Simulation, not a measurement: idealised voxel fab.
process module | voxel self aligned vias
cross-section cut | 285 nm wide | cells 5 nm
A cross-section is a grid of square cells, given in bands from the top down. A band is one or more rows of cells.
Each band's line starts with the height of the band's top and of its bottom, in nm. Then come its materials from left to right, each with its width in nm. One material with "throughout" fills the band from edge to edge. "air" is empty space.
Height 0 is the level under which the wafer as received is all one material. The lowest band goes on downwards, as in "0 down".
A width such as "30 to 40" changes by the same amount from each row of cells to the next, from the band's top row to its bottom row.
"no change" after a step means that no cell of the cross-section changed.
closed voids: empty space of 8 cells or more with no open way to the top, each as width x height at its distance from the left edge, in nm
after a step's settings: what the simulator itself notes on the step
overlay nm, on a step with a mask: how far to the right of its planned place the mask lay; to the left if negative
plan
1 op RECEIVE | material Si
2 op CONFORMAL_DEP | material SiO2 | thk nm 10
3 op CONFORMAL_DEP | material SiCN | thk nm 5
4 op DIRECTIONAL_DEP | material SiO2 | thk nm 25
5 op PATTERN | tone open | mask id LINES | material resist | width nm 20 | pitch nm 55 | thk nm 15 | overlay nm 0
6 op DIRECTIONAL_ETCH | etch materials SiO2 | depth nm 25
7 op STRIP | etch materials resist
8 op CONFORMAL_DEP | material TiN | thk nm 5
9 op FILL_DEP | material Ru | thk nm 5
10 op CMP | height nm 40
11 op SELECTIVE_ETCH | etch materials W Ru TiN | depth nm 10
12 op FILL_DEP | material SiN | thk nm 5
13 op CMP | height nm 40
14 op DIRECTIONAL_DEP | material SiO2 | thk nm 20
15 op PATTERN | tone open | mask id VIAS | material resist | width nm 40 | pitch nm 110 | thk nm 20 | overlay nm 0
16 op DIRECTIONAL_ETCH | etch materials SiO2 | depth nm 20
17 op DIRECTIONAL_ETCH | etch materials SiN | depth nm 10
18 op STRIP | etch materials resist
19 op CONFORMAL_DEP | material TiN | thk nm 5
20 op FILL_DEP | material Ru | thk nm 5
21 op CMP | height nm 60
22 op CONFORMAL_DEP | material SiCN | thk nm 5
as received, after step 1
  0 down: Si throughout
  closed voids: none
a wafer at the end: this start, this plan, one mistake
  65 to 60: SiCN throughout
  60 to 45: SiO2 65 | TiN 5 | Ru 30 | TiN 5 | SiO2 70 | TiN 5 | Ru 30 | TiN 5 | SiO2 70
  45 to 40: SiO2 65 | TiN 15 | Ru 15 | TiN 10 | SiO2 70 | TiN 15 | Ru 15 | TiN 10 | SiO2 70
  40 to 35: SiO2 75 | TiN 5 | Ru 15 | TiN 5 | SiO2 30 | SiN 25 | SiO2 30 | TiN 5 | Ru 15 | TiN 5 | SiO2 75
  35 to 30: SiO2 75 | TiN 25 | SiO2 30 | SiN 25 | SiO2 30 | TiN 25 | SiO2 75
  30 to 20: SiO2 75 | TiN 5 | Ru 15 | TiN 5 | SiO2 30 | TiN 5 | Ru 15 | TiN 5 | SiO2 30 | TiN 5 | Ru 15 | TiN 5 | SiO2 75
  20 to 15: SiO2 75 | TiN 25 | SiO2 30 | TiN 25 | SiO2 30 | TiN 25 | SiO2 75
  15 to 10: SiCN throughout
  10 to 0: SiO2 throughout
  0 down: Si throughout
  closed voids: none
what went wrong: step 5 ran as: op PATTERN | tone open | mask id LINES | material resist | width nm 25 | pitch nm 55 | thk nm 15 | overlay nm 0
